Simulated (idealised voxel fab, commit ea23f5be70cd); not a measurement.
The following is a process module called voxel double patterning.
Cross-section cut spans 210 nm and uses square cells 5 nm in size.
Cross-section = grid of square cells, listed top down in bands; band = one or more rows. Heads up on the band format: heights come first, top then bottom, in nm. After that it's the materials left to right, each with its width in nm. A single material flagged "throughout" fills the whole band edge to edge, and "air" means there's empty space there. All heights in this document are referenced to 0, defined as the level beneath which the wafer, as received, consists entirely of one material. The lowest band is not bounded below; it extends indefinitely downward and is written in the form "0 and below". The width entry "30 to 40" should be interpreted row by row: the top row of cells in the band takes the first number, the bottom row takes the second number, and the change between adjacent rows is uniform throughout. A step reported as "no alterations made" is a step in which no cell of the cross-section changed. The entry titled "Entrapped voids" provides the empty spaces that have no open way to the top, restricted to those of 8 cells or more. Each is presented as width x height at distance, the distance being measured from the left edge, with all three in nm. On each step's line, the part that comes after the settings is the simulator's own comment on the step. Among the settings permitted on a step's line is "overlay nm"; applied to a step with a mask, it specifies the extent to which the mask lay to the right of its planned position, whereas a negative figure signifies a position to the left.
Steps planned for the process:
1) RECEIVE, material Si
2) CONFORMAL_DEP, material SiO2, thk nm 10
3) DIRECTIONAL_DEP, material polySi, thk nm 10
4) DIRECTIONAL_DEP, material SiN, thk nm 5
5) PATTERN, tone open, mask id FIRST, material resist, width nm 15, pitch nm 50, thk nm 15, overlay nm -15
6) DIRECTIONAL_ETCH, etch materials SiN, depth nm 5
7) STRIP, etch materials resist
8) DIRECTIONAL_DEP, material aC, thk nm 10
9) PATTERN, tone open, mask id SECOND, material resist, width nm 15, pitch nm 50, thk nm 25, overlay nm 0
10) DIRECTIONAL_ETCH, etch materials aC, depth nm 10
11) STRIP, etch materials resist
12) DIRECTIONAL_ETCH, etch materials SiN, depth nm 5
13) STRIP, etch materials aC
14) DIRECTIONAL_ETCH, etch materials polySi, depth nm 10
15) STRIP, etch materials SiN
The plan shows the overlay nm of step 5 as the first wafer had it; this setting differs between the wafers, which start out alike.
Cross-section of the first of several wafers on receipt, reflecting completion of step 1:
- 0 and below: Si throughout
- Entrapped voids: none
After the module's final step, step 15: the first of several wafers in cross-section:
- 20 down to 10: polySi: 30 | air: 15 | polySi: 25 | air: 25 | polySi: 25 | air: 25 | polySi: 65
- 10 down to 0: SiO2 throughout
- 0 and below: Si throughout
- Entrapped voids: none
Cross-section at module completion, last wafer:
- 20 down to 10: polySi: 60 | air: 25 | polySi: 25 | air: 25 | polySi: 25 | air: 15 | polySi: 35
- 10 down to 0: SiO2 throughout
- 0 and below: Si throughout
- Entrapped voids: none
Per wafer, end of module: cells gained (+) or lost (-) per material since receipt, then closed voids:
overlay nm -15; +84 SiO2; +58 polySi; Entrapped voids: none
overlay nm -10; +84 SiO2; +54 polySi; Entrapped voids: none
overlay nm -5; +84 SiO2; +54 polySi; Entrapped voids: none
overlay nm 0; +84 SiO2; +54 polySi; Entrapped voids: none
overlay nm 5; +84 SiO2; +54 polySi; Entrapped voids: none
overlay nm 10; +84 SiO2; +54 polySi; Entrapped voids: none
overlay nm 15; +84 SiO2; +58 polySi; Entrapped voids: none
